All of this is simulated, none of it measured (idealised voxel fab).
Proc. module: voxel released beams
For reference, the cross-section in this document is cut, with width 210 nm and square cells of 5 nm.
The cross-sections in this document take the form of a grid made of square cells. They are written out as bands, in order from top to bottom. Each band consists of one or more rows of cells.
Heights first: top, then bottom, in nm. Then materials, left to right, each with a width in nm. "all across" on a single material: fills the band edge to edge. "air": empty space.
Height is counted from the level 0, under which the received wafer is composed throughout of one material. The lowest of the bands is not closed at the bottom but continues downward, in the notation "z 0 and below".
The expression "30 to 40" gives the width at the extremes of the band, the first number at its top row of cells and the second at its bottom row, with the width changing by equal amounts from each row to the next in between.
No cell of the cross-section changed in a step that is given as "nothing altered".
You'll see "Cavities, closed" listing empty spaces that have no way open to the top, as long as they're 8 cells or more; the notation is width x height at distance, where the distance is from the left edge, and all of it is in nm.
Formally, on a step line, whatever follows the settings is a remark that the simulator itself makes on the step.
Among the settings permitted on a step's line is "overlay nm"; applied to a step with a mask, it specifies the extent to which the mask lay to the right of its planned position, whereas a negative figure signifies a position to the left.
The following list gives the planned process steps
- 1: RECEIVE with material Si
- 2: CONFORMAL_DEP with material SiN, thk nm 10
- 3: DIRECTIONAL_DEP with material SiO2, thk nm 10
- 4: PATTERN with tone open, mask id ANCHOR, material resist, width nm 45, thk nm 20, overlay nm 0
- 5: DIRECTIONAL_ETCH with etch materials SiO2, depth nm 10
- 6: STRIP with etch materials resist
- 7: CONFORMAL_DEP with material W, thk nm 15
- 8: PATTERN with tone cover, mask id BEAM, material resist, width nm 115, thk nm 15, overlay nm 0
- 9: DIRECTIONAL_ETCH with etch materials W, depth nm 15
- 10: STRIP with etch materials resist
- 11: STRIP with etch materials SiO2
This is the cross-section of the wafer as we received it, i.e. after step 1
z 0 and below: Si all across
Cavities, closed: none
Here's the cross-section of the first of our two wafers at the end of the module - it ran as planned
z 35 to 25: air 45 / W 20 / air 15 / W 80 / air 50
z 25 to 20: air 45 / W 115 / air 50
z 20 to 10: air 50 / W 45 / air 115
z 10 to 0: SiN all across
z 0 and below: Si all across
Cavities, closed: none
Cross-section at end of module for the second wafer of two, which matched the first in starting point and plan and differed by one mistake in its processing
z 35 to 20: air 45 / W 115 / air 50
z 20 to 0: SiN all across
z 0 and below: Si all across
Cavities, closed: none
Diagnosis: step 3 did not use the planned setting and instead ran as DIRECTIONAL_DEP with material SiN, thk nm 10
In the final state, the cell counts of the second wafer exceed or fall short of those of the first for the following materials: SiN +84 | W -12
